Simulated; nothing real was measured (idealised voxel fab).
The following is a process module called voxel wiring stack.
Cross-section cut: width 215 nm, square cells of 5 nm.
When this document writes out a cross-section, it uses a grid of square cells and lists it as bands, beginning at the top and moving down, with a band standing for one or more rows of cells. The band entry comprises the height of the band's top followed by the height of its bottom, expressed in nm, and subsequently the band's materials from left to right, each stated together with its width in nm. Where a single material is marked with the word "throughout", that material fills the band from edge to edge. The word "air" represents empty space. Height is counted from the level 0, under which the received wafer is composed throughout of one material. The lowest of the bands is not closed at the bottom but continues downward, in the notation "0..down". You'd read "30..40" like this: the band's top row of cells is as wide as the first number, its bottom row is as wide as the second, and going down, every row changes width by the same amount as the row before did. Where a step carries "nothing different", the cross-section came out of it unchanged, cell for cell. Empty spaces without an open route to the top, at least 8 cells in extent, make up the entry "Enclosed void catalog"; each is given as width x height at distance, where the distance is measured from the left edge, and all are in nm. Formally, on a step line, whatever follows the settings is a remark that the simulator itself makes on the step. "overlay nm" on a masked step: distance the mask lay right of its planned place, negative for left.
-- The planned process steps are enumerated hereunder
- 1: RECEIVE | material Si
- 2: CONFORMAL_DEP | material SiO2 | thk nm 15
- 3: DIRECTIONAL_DEP | material TiN | thk nm 5
- 4: DIRECTIONAL_DEP | material Ru | thk nm 20
- 5: MASKED_ETCH | tone cover | mask id METAL_1 | width nm 25 | pitch nm 55 | etch materials Ru | depth nm 20 | overlay nm 0
- 6: MASKED_ETCH | tone cover | mask id METAL_1 | width nm 25 | pitch nm 55 | etch materials TiN | depth nm 5 | overlay nm 0
- 7: CONFORMAL_DEP | material SiN | thk nm 5
- 8: FILL_DEP | material lowk | thk nm 5
- 9: CMP | height nm 40
- 10: CONFORMAL_DEP | material SiCN | thk nm 5
- 11: DIRECTIONAL_DEP | material SiO2 | thk nm 30
- 12: PATTERN | tone open | mask id METAL_2 | material resist | width nm 25 | pitch nm 55 | thk nm 15 | overlay nm 0
- 13: DIRECTIONAL_ETCH | etch materials SiO2 | depth nm 20
- 14: STRIP | etch materials resist
- 15: DIRECTIONAL_DEP | material aC | thk nm 15
- 16: PATTERN | tone open | mask id METAL_2_HOLES | material resist | width nm 15 | pitch nm 55 | thk nm 30 | overlay nm 0
- 17: DIRECTIONAL_ETCH | etch materials aC | depth nm 15
- 18: STRIP | etch materials resist
- 19: DIRECTIONAL_ETCH | etch materials SiO2 | depth nm 10
- 20: DIRECTIONAL_ETCH | etch materials SiCN | depth nm 5
- 21: STRIP | etch materials aC
- 22: CONFORMAL_DEP | material TiN | thk nm 5
- 23: FILL_DEP | material Cu | thk nm 10
- 24: CMP | height nm 75
- 25: CONFORMAL_DEP | material SiCN | thk nm 5
-- As-received wafer cross-section (after step 1)
    0..down | Si throughout
    Enclosed void catalog: none
-- First wafer of two, sectioned at end of module; run went per plan
    80..75 | SiCN throughout
    75..60 | SiO2: 40; TiN: 5; Cu: 15; TiN: 5; SiO2: 30; TiN: 5; Cu: 15; TiN: 5; SiO2: 30; TiN: 5; Cu: 15; TiN: 5; SiO2: 40
    60..55 | SiO2: 40; TiN: 5; Cu: 5; TiN: 15; SiO2: 30; TiN: 5; Cu: 5; TiN: 15; SiO2: 30; TiN: 5; Cu: 5; TiN: 15; SiO2: 40
    55..45 | SiO2: 40; TiN: 5; Cu: 5; TiN: 5; SiO2: 40; TiN: 5; Cu: 5; TiN: 5; SiO2: 40; TiN: 5; Cu: 5; TiN: 5; SiO2: 50
    45..40 | SiCN: 40; TiN: 15; SiCN: 40; TiN: 15; SiCN: 40; TiN: 15; SiCN: 50
    40..20 | lowk: 35; SiN: 5; Ru: 25; SiN: 5; lowk: 20; SiN: 5; Ru: 25; SiN: 5; lowk: 20; SiN: 5; Ru: 25; SiN: 5; lowk: 35
    20..15 | SiN: 40; TiN: 25; SiN: 30; TiN: 25; SiN: 30; TiN: 25; SiN: 40
    15..0 | SiO2 throughout
    0..down | Si throughout
    Enclosed void catalog: none
-- Now the second wafer, cross-sectioned at the end of the module. Nothing different at the start, nothing different in the plan compared with the first, just one mistake when it was actually run
    95..90 | SiCN throughout
    90..80 | Cu throughout
    80..75 | TiN: 45; Cu: 15; TiN: 40; Cu: 15; TiN: 40; Cu: 15; TiN: 45
    75..60 | SiO2: 40; TiN: 5; Cu: 15; TiN: 5; SiO2: 30; TiN: 5; Cu: 15; TiN: 5; SiO2: 30; TiN: 5; Cu: 15; TiN: 5; SiO2: 40
    60..55 | SiO2: 40; TiN: 5; Cu: 5; TiN: 15; SiO2: 30; TiN: 5; Cu: 5; TiN: 15; SiO2: 30; TiN: 5; Cu: 5; TiN: 15; SiO2: 40
    55..45 | SiO2: 40; TiN: 5; Cu: 5; TiN: 5; SiO2: 40; TiN: 5; Cu: 5; TiN: 5; SiO2: 40; TiN: 5; Cu: 5; TiN: 5; SiO2: 50
    45..40 | SiCN: 40; TiN: 15; SiCN: 40; TiN: 15; SiCN: 40; TiN: 15; SiCN: 50
    40..20 | lowk: 35; SiN: 5; Ru: 25; SiN: 5; lowk: 20; SiN: 5; Ru: 25; SiN: 5; lowk: 20; SiN: 5; Ru: 25; SiN: 5; lowk: 35
    20..15 | SiN: 40; TiN: 25; SiN: 30; TiN: 25; SiN: 30; TiN: 25; SiN: 40
    15..0 | SiO2 throughout
    0..down | Si throughout
    Enclosed void catalog: none
Which mistake was made when the wafer was run? plan step 24: skipped, not run
Counted in cells at the end, the second wafer holds more or fewer of these materials than the first: +95 Cu, +34 TiN
